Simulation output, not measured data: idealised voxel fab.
process module | voxel local oxidation
cross-section cut | 290 nm wide | cells 5 nm
A cross-section is a grid of square cells, given in bands from the top down. A band is one or more rows of cells.
Each band's line starts with the height of the band's top and of its bottom, in nm. Then come its materials from left to right, each with its width in nm. One material with "throughout" fills the band from edge to edge. "air" is empty space.
Height 0 is the level under which the wafer as received is all one material. The lowest band goes on downwards, as in "0 down".
A width such as "30 to 40" changes by the same amount from each row of cells to the next, from the band's top row to its bottom row.
"no change" after a step means that no cell of the cross-section changed.
closed voids: empty space of 8 cells or more with no open way to the top, each as width x height at its distance from the left edge, in nm
after a step's settings: what the simulator itself notes on the step
overlay nm, on a step with a mask: how far to the right of its planned place the mask lay; to the left if negative
plan
1 op RECEIVE | material Si
2 op OXIDIZE | depth nm 5
3 op CONFORMAL_DEP | material SiN | thk nm 15
4 op DIRECTIONAL_DEP | material aC | thk nm 15
5 op PATTERN | tone cover | mask id ACTIVE | material resist | width nm 110 | thk nm 35 | overlay nm 0
6 op DIRECTIONAL_ETCH | etch materials aC | depth nm 15
7 op STRIP | etch materials resist
8 op DIRECTIONAL_ETCH | etch materials SiN | depth nm 15
9 op STRIP | etch materials aC
10 op SELECTIVE_ETCH | etch materials SiO2 | depth nm 5
11 op OXIDIZE | depth nm 15
12 op STRIP | etch materials SiN
as received, after step 1
  0 down: Si throughout
  closed voids: none
a wafer at the end: this start, this plan, one mistake
  0 to -5: air 95 | SiO2 100 | air 95
  -5 to -10: SiO2 throughout
  -10 down: Si throughout
  closed voids: none
what went wrong: step 2 ran as: op OXIDIZE | depth nm 10
